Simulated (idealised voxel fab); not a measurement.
Name of the process module below: voxel fin reveal
FYI the section here is cut, 230 nm wide, cells are 5 nm squares.
Think of the cross-section as a grid of square cells. We describe it in bands, top to bottom, and each band covers one or more rows of those cells. Top height, bottom height, nm. Materials left to right, width each, nm. Single material + "everywhere" = fills band edge to edge. "air" = empty. The level at which height equals 0 is the one under which the wafer, as it arrives, is entirely one material. No lower edge exists for the bottom band, which continues downward and is notated as in "0 and below". It should be noted that a width expressed as "30->40" varies in equal increments from row to row of cells within the band, taking the value of the first number at the top row and that of the second number at the bottom row. "nothing different" -> step changed no cross-section cell. Closed empty spaces (no open way to the top) of 8 cells or more are what "Closed voids list" lists, each as width x height at distance from the left edge, nm for all three. after a step's settings: what the simulator itself notes on the step. The optional step-line setting "overlay nm" applies to steps with a mask and quantifies how far to the right of its planned location the mask lay, a negative value indicating leftward placement.
[Steps planned for the process]
| 1 | RECEIVE, material Si |
| 2 | CONFORMAL_DEP, material SiN, thk nm 5 |
| 3 | DIRECTIONAL_DEP, material aC, thk nm 15 |
| 4 | PATTERN, tone cover, mask id FINS, material resist, width nm 15, pitch nm 35, thk nm 35, overlay nm 0 |
| 5 | DIRECTIONAL_ETCH, etch materials aC, depth nm 15 |
| 6 | STRIP, etch materials resist |
| 7 | DIRECTIONAL_ETCH, etch materials SiN, depth nm 5 |
| 8 | DIRECTIONAL_ETCH, etch materials Si, depth nm 30 |
| 9 | STRIP, etch materials aC |
| 10 | FILL_DEP, material SiO2, thk nm 10 |
| 11 | CMP, height nm 5 |
| 12 | SELECTIVE_ETCH, etch materials SiO2, depth nm 25 |
| 13 | STRIP, etch materials SiN |
| 14 | CONFORMAL_DEP, material HfO2, thk nm 5 |
[What follows covers the first of two wafers; it ran as planned]
[Cross-section of the incoming wafer, state after step 1]
    0 and below = Si everywhere
    Closed voids list: none
[The wafer in cross-section once step 2 is complete]
    5 down to 0 = SiN everywhere
    Below 0 it's all the same as before, nothing changed down there.
[The wafer in cross-section once step 3 is complete]
    20 down to 5 = aC everywhere
    Below 5 it's all the same as before, nothing changed down there.
[The wafer in cross-section once step 4 is complete]
    55 down to 20 = air: 70  resist: 15  air: 20  resist: 15  air: 20  resist: 15  air: 75
    Below 20 it's all the same as before, nothing changed down there.
[The wafer in cross-section once step 5 is complete]
    40 down to 20 = air: 70  resist: 15  air: 20  resist: 15  air: 20  resist: 15  air: 75
    20 down to 5 = air: 70  aC: 15  air: 20  aC: 15  air: 20  aC: 15  air: 75
    Below 5 it's all the same as before, nothing changed down there.
[The wafer in cross-section once step 6 is complete]
    20 down to 5 = air: 70  aC: 15  air: 20  aC: 15  air: 20  aC: 15  air: 75
    Below 5 it's all the same as before, nothing changed down there.
[The wafer in cross-section once step 7 is complete]
    20 down to 5 = air: 70  aC: 15  air: 20  aC: 15  air: 20  aC: 15  air: 75
    5 down to 0 = air: 70  SiN: 15  air: 20  SiN: 15  air: 20  SiN: 15  air: 75
    Below 0 it's all the same as before, nothing changed down there.
[The wafer in cross-section once step 8 is complete]
    20 down to 5 = air: 70  aC: 15  air: 20  aC: 15  air: 20  aC: 15  air: 75
    5 down to 0 = air: 70  SiN: 15  air: 20  SiN: 15  air: 20  SiN: 15  air: 75
    0 down to -30 = air: 70  Si: 15  air: 20  Si: 15  air: 20  Si: 15  air: 75
    Below -30 it's all the same as before, nothing changed down there.
[The wafer in cross-section once step 9 is complete]
    5 down to 0 = air: 70  SiN: 15  air: 20  SiN: 15  air: 20  SiN: 15  air: 75
    Below 0 it's all the same as before, nothing changed down there.
[The wafer in cross-section once step 10 is complete]
    15 down to 5 = SiO2 everywhere
    5 down to 0 = SiO2: 70  SiN: 15  SiO2: 20  SiN: 15  SiO2: 20  SiN: 15  SiO2: 75
    0 down to -30 = SiO2: 70  Si: 15  SiO2: 20  Si: 15  SiO2: 20  Si: 15  SiO2: 75
    Below -30 it's all the same as before, nothing changed down there.
[The wafer in cross-section once step 11 is complete]
    5 down to 0 = SiO2: 70  SiN: 15  SiO2: 20  SiN: 15  SiO2: 20  SiN: 15  SiO2: 75
    Below 0 it's all the same as before, nothing changed down there.
[The wafer in cross-section once step 12 is complete]
    5 down to 0 = air: 70  SiN: 15  air: 20  SiN: 15  air: 20  SiN: 15  air: 75
    0 down to -20 = air: 70  Si: 15  air: 20  Si: 15  air: 20  Si: 15  air: 75
    Below -20 it's all the same as before, nothing changed down there.
[The wafer in cross-section once step 13 is complete]
    0 down to -20 = air: 70  Si: 15  air: 20  Si: 15  air: 20  Si: 15  air: 75
    Below -20 it's all the same as before, nothing changed down there.
[The wafer in cross-section once step 14 is complete]
    5 down to 0 = air: 65  HfO2: 25  air: 10  HfO2: 25  air: 10  HfO2: 25  air: 70
    0 down to -15 = air: 65  HfO2: 5  Si: 15  HfO2: 5  air: 10  HfO2: 5  Si: 15  HfO2: 5  air: 10  HfO2: 5  Si: 15  HfO2: 5  air: 70
    -15 down to -20 = HfO2: 70  Si: 15  HfO2: 20  Si: 15  HfO2: 20  Si: 15  HfO2: 75
    Below -20 it's all the same as before, nothing changed down there.
[What follows concerns the second wafer, which started out like the first and was meant to follow the very same plan; one mistake crept in when it was run, but everything up to and including step 7 is the same as for the first wafer]
[What the second wafer looks like in cross-section when step 8 should have wrapped up]
    20 down to 5 = air: 70  aC: 15  air: 20  aC: 15  air: 20  aC: 15  air: 75
    5 down to 0 = air: 70  SiN: 15  air: 20  SiN: 15  air: 20  SiN: 15  air: 75
    0 down to -60 = air: 70  Si: 15  air: 20  Si: 15  air: 20  Si: 15  air: 75
    Below -60 it's all the same as before, nothing changed down there.
[What the second wafer looks like in cross-section when step 9 should have wrapped up]
    5 down to 0 = air: 70  SiN: 15  air: 20  SiN: 15  air: 20  SiN: 15  air: 75
    Below 0 it's all the same as before, nothing changed down there.
[What the second wafer looks like in cross-section when step 10 should have wrapped up]
    15 down to 5 = SiO2 everywhere
    5 down to 0 = SiO2: 70  SiN: 15  SiO2: 20  SiN: 15  SiO2: 20  SiN: 15  SiO2: 75
    0 down to -60 = SiO2: 70  Si: 15  SiO2: 20  Si: 15  SiO2: 20  Si: 15  SiO2: 75
    Below -60 it's all the same as before, nothing changed down there.
[What the second wafer looks like in cross-section when step 11 should have wrapped up]
    5 down to 0 = SiO2: 70  SiN: 15  SiO2: 20  SiN: 15  SiO2: 20  SiN: 15  SiO2: 75
    Below 0 it's all the same as before, nothing changed down there.
[What the second wafer looks like in cross-section when step 12 should have wrapped up]
    5 down to 0 = air: 70  SiN: 15  air: 20  SiN: 15  air: 20  SiN: 15  air: 75
    0 down to -20 = air: 70  Si: 15  air: 20  Si: 15  air: 20  Si: 15  air: 75
    Below -20 it's all the same as before, nothing changed down there.
[What the second wafer looks like in cross-section when step 13 should have wrapped up]
    0 down to -20 = air: 70  Si: 15  air: 20  Si: 15  air: 20  Si: 15  air: 75
    Below -20 it's all the same as before, nothing changed down there.
[What the second wafer looks like in cross-section when step 14 should have wrapped up]
    5 down to 0 = air: 65  HfO2: 25  air: 10  HfO2: 25  air: 10  HfO2: 25  air: 70
    0 down to -15 = air: 65  HfO2: 5  Si: 15  HfO2: 5  air: 10  HfO2: 5  Si: 15  HfO2: 5  air: 10  HfO2: 5  Si: 15  HfO2: 5  air: 70
    -15 down to -20 = HfO2: 70  Si: 15  HfO2: 20  Si: 15  HfO2: 20  Si: 15  HfO2: 75
    Below -20 it's all the same as before, nothing changed down there.
Processing error: step 8 was run twice
Wafer comparison, final, in cells, second relative to first, materials more or fewer: Si -222, SiO2 +222
